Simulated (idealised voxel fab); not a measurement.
process module | voxel plated lines
cross-section cut | 180 nm wide | cells 5 nm
A cross-section is a grid of square cells, given in bands from the top down. A band is one or more rows of cells.
Each band's line starts with the height of the band's top and of its bottom, in nm. Then come its materials from left to right, each with its width in nm. One material with "throughout" fills the band from edge to edge. "air" is empty space.
Height 0 is the level under which the wafer as received is all one material. The lowest band goes on downwards, as in "0 down".
A width such as "30 to 40" changes by the same amount from each row of cells to the next, from the band's top row to its bottom row.
"no change" after a step means that no cell of the cross-section changed.
closed voids: empty space of 8 cells or more with no open way to the top, each as width x height at its distance from the left edge, in nm
after a step's settings: what the simulator itself notes on the step
overlay nm, on a step with a mask: how far to the right of its planned place the mask lay; to the left if negative
plan
1 op RECEIVE | material Si
2 op CONFORMAL_DEP | material Al2O3 | thk nm 5
3 op DIRECTIONAL_DEP | material TiN | thk nm 5
4 op PATTERN | tone open | mask id LINES | material resist | width nm 15 | pitch nm 35 | thk nm 40 | overlay nm 0
5 op EPI | material Ru | thk nm 10
6 op EPI | material Ru | thk nm 5
7 op EPI | material Ru | thk nm 5
8 op STRIP | etch materials resist
9 op DIRECTIONAL_ETCH | etch materials TiN | depth nm 5
10 op CONFORMAL_DEP | material SiCN | thk nm 10
as received, after step 1
  0 down: Si throughout
  closed voids: none
a wafer at the end: this start, this plan, one mistake
  35 to 30: air 60 | SiCN 25 | air 10 | SiCN 25 | air 60
  30 to 10: air 60 | SiCN 5 | Ru 15 | SiCN 5 | air 10 | SiCN 5 | Ru 15 | SiCN 5 | air 60
  10 to 5: SiCN 65 | TiN 15 | SiCN 20 | TiN 15 | SiCN 65
  5 to 0: Al2O3 throughout
  0 down: Si throughout
  closed voids: none
what went wrong: step 10 ran as: op CONFORMAL_DEP | material SiCN | thk nm 5
